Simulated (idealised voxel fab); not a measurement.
The name of this process module is voxel ribs on slabs.
Cross-sectional view cut (width: 185 nm; square cell size: 5 nm).
We lay out every cross-section as a grid of square cells and spell it out in bands from the top down, where one band means one or more rows of cells. First you get the band's top height and its bottom height, in nm, and then the materials it's made of, left to right, with each width in nm. If you see a single material with "edge to edge", that one covers the band edge to edge. "empty" is empty space. Height reference: 0 = level under which incoming wafer is all one material. Lowest band: no bottom, runs on downward, e.g. "0 nm and below". It should be noted that a width expressed as "30..40" varies in equal increments from row to row of cells within the band, taking the value of the first number at the top row and that of the second number at the bottom row. Where the words "no modifications" appear for a step, the cross-section shows no cell changed by that step; every cell remained as before. "Closed empty spaces": empty spaces of 8 cells or more with no open way to the top, each given as width x height at distance, distance from the left edge, all in nm. Text after the settings on a step's line: the simulator's own remark on that step. overlay nm, on a step with a mask: how far to the right of its planned place the mask lay; to the left if negative.

Plan:
step 1: op RECEIVE | material Si
step 2: op DIRECTIONAL_DEP | material SiO2 | thk nm 30
step 3: op DIRECTIONAL_DEP | material SiN | thk nm 15
step 4: op DIRECTIONAL_DEP | material aC | thk nm 15
step 5: op PATTERN | tone cover | mask id RIB | material resist | width nm 30 | thk nm 35 | overlay nm 0
step 6: op DIRECTIONAL_ETCH | etch materials aC | depth nm 15
step 7: op STRIP | etch materials resist
step 8: op DIRECTIONAL_ETCH | etch materials SiN | depth nm 5
step 9: op STRIP | etch materials aC
step 10: op DIRECTIONAL_DEP | material aC | thk nm 10
step 11: op PATTERN | tone cover | mask id SLAB | material resist | width nm 80 | thk nm 30 | overlay nm 0
step 12: op DIRECTIONAL_ETCH | etch materials aC | depth nm 10
step 13: op STRIP | etch materials resist
step 14: op DIRECTIONAL_ETCH | etch materials SiN | depth nm 10
step 15: op STRIP | etch materials aC
step 16: op FILL_DEP | material SiO2 | thk nm 15
step 17: op CMP | height nm 55
step 18: op DIRECTIONAL_DEP | material W | thk nm 10
step 19: op MASKED_ETCH | tone cover | mask id HEATER | width nm 40 | etch materials W | depth nm 10 | overlay nm 0
step 20: op CONFORMAL_DEP | material SiN | thk nm 10

Below: the first of two wafers, run as planned:

Cross-section of the wafer as it came to us, i.e., already through step 1:
0 nm and below | Si edge to edge
Closed empty spaces: none

The following cross-section depicts the wafer upon completion of step 2:
30 nm to 0 nm | SiO2 edge to edge
Everything below 0 is unchanged.

The following cross-section depicts the wafer upon completion of step 3:
45 nm to 30 nm | SiN edge to edge
Everything below 30 is unchanged.

The following cross-section depicts the wafer upon completion of step 4:
60 nm to 45 nm | aC edge to edge
Everything below 45 is unchanged.

The following cross-section depicts the wafer upon completion of step 5:
95 nm to 60 nm | empty: 75, resist: 30, empty: 80
Everything below 60 is unchanged.

The following cross-section depicts the wafer upon completion of step 6:
80 nm to 60 nm | empty: 75, resist: 30, empty: 80
60 nm to 45 nm | empty: 75, aC: 30, empty: 80
Everything below 45 is unchanged.

The following cross-section depicts the wafer upon completion of step 7:
60 nm to 45 nm | empty: 75, aC: 30, empty: 80
Everything below 45 is unchanged.

The following cross-section depicts the wafer upon completion of step 8:
60 nm to 45 nm | empty: 75, aC: 30, empty: 80
45 nm to 40 nm | empty: 75, SiN: 30, empty: 80
Everything below 40 is unchanged.

The following cross-section depicts the wafer upon completion of step 9:
45 nm to 40 nm | empty: 75, SiN: 30, empty: 80
Everything below 40 is unchanged.

The following cross-section depicts the wafer upon completion of step 10:
55 nm to 50 nm | empty: 75, aC: 30, empty: 80
50 nm to 45 nm | aC edge to edge
45 nm to 40 nm | aC: 75, SiN: 30, aC: 80
Everything below 40 is unchanged.

The following cross-section depicts the wafer upon completion of step 11:
85 nm to 55 nm | empty: 50, resist: 80, empty: 55
55 nm to 50 nm | empty: 50, resist: 25, aC: 30, resist: 25, empty: 55
Everything below 50 is unchanged.

The following cross-section depicts the wafer upon completion of step 12:
75 nm to 55 nm | empty: 50, resist: 80, empty: 55
55 nm to 50 nm | empty: 50, resist: 25, aC: 30, resist: 25, empty: 55
50 nm to 45 nm | empty: 50, aC: 80, empty: 55
45 nm to 40 nm | empty: 50, aC: 25, SiN: 30, aC: 25, empty: 55
Everything below 40 is unchanged.

The following cross-section depicts the wafer upon completion of step 13:
55 nm to 45 nm | empty: 75..50, aC: 30..80, empty: 80..55
Everything below 45 is unchanged.

The following cross-section depicts the wafer upon completion of step 14:
55 nm to 45 nm | empty: 75..50, aC: 30..80, empty: 80..55
45 nm to 40 nm | empty: 50, aC: 25, SiN: 30, aC: 25, empty: 55
40 nm to 30 nm | empty: 50, SiN: 80, empty: 55
Everything below 30 is unchanged.

The following cross-section depicts the wafer upon completion of step 15:
45 nm to 40 nm | empty: 75, SiN: 30, empty: 80
Everything below 40 is unchanged.

The following cross-section depicts the wafer upon completion of step 16:
60 nm to 45 nm | SiO2 edge to edge
45 nm to 40 nm | SiO2: 75, SiN: 30, SiO2: 80
40 nm to 30 nm | SiO2: 50, SiN: 80, SiO2: 55
Everything below 30 is unchanged.

The following cross-section depicts the wafer upon completion of step 17:
55 nm to 45 nm | SiO2 edge to edge
Everything below 45 is unchanged.

The following cross-section depicts the wafer upon completion of step 18:
65 nm to 55 nm | W edge to edge
Everything below 55 is unchanged.

The following cross-section depicts the wafer upon completion of step 19:
65 nm to 55 nm | empty: 70, W: 40, empty: 75
Everything below 55 is unchanged.

The following cross-section depicts the wafer upon completion of step 20:
75 nm to 65 nm | empty: 60, SiN: 60, empty: 65
65 nm to 55 nm | SiN: 70, W: 40, SiN: 75
Everything below 55 is unchanged.

Second wafer - shared start and plan with the first - one error in running - same as the first up to step 11 inclusive:

Second wafer, section view, time point: scheduled end of step 12:
65 nm to 55 nm | empty: 50, resist: 80, empty: 55
55 nm to 50 nm | empty: 50, resist: 25, aC: 30, resist: 25, empty: 55
50 nm to 45 nm | empty: 50, aC: 80, empty: 55
45 nm to 40 nm | empty: 50, aC: 25, SiN: 30, aC: 25, empty: 55
Everything below 40 is unchanged.

Second wafer, section view, time point: scheduled end of step 13:
55 nm to 45 nm | empty: 75..50, aC: 30..80, empty: 80..55
Everything below 45 is unchanged.

Second wafer, section view, time point: scheduled end of step 14:
55 nm to 45 nm | empty: 75..50, aC: 30..80, empty: 80..55
45 nm to 40 nm | empty: 50, aC: 25, SiN: 30, aC: 25, empty: 55
40 nm to 30 nm | empty: 50, SiN: 80, empty: 55
Everything below 30 is unchanged.

Second wafer, section view, time point: scheduled end of step 15:
45 nm to 40 nm | empty: 75, SiN: 30, empty: 80
Everything below 40 is unchanged.

Second wafer, section view, time point: scheduled end of step 16:
60 nm to 45 nm | SiO2 edge to edge
45 nm to 40 nm | SiO2: 75, SiN: 30, SiO2: 80
40 nm to 30 nm | SiO2: 50, SiN: 80, SiO2: 55
Everything below 30 is unchanged.

Second wafer, section view, time point: scheduled end of step 17:
55 nm to 45 nm | SiO2 edge to edge
Everything below 45 is unchanged.

Second wafer, section view, time point: scheduled end of step 18:
65 nm to 55 nm | W edge to edge
Everything below 55 is unchanged.

Second wafer, section view, time point: scheduled end of step 19:
65 nm to 55 nm | empty: 70, W: 40, empty: 75
Everything below 55 is unchanged.

Second wafer, section view, time point: scheduled end of step 20:
75 nm to 65 nm | empty: 60, SiN: 60, empty: 65
65 nm to 55 nm | SiN: 70, W: 40, SiN: 75
Everything below 55 is unchanged.
It is concluded that the wafer was processed incorrectly with respect to the plan, in that step 12 of the plan was performed twice
It should be noted that the final cross-sections of the two wafers coincide, and the mistake therefore has no effect on the output of this model.
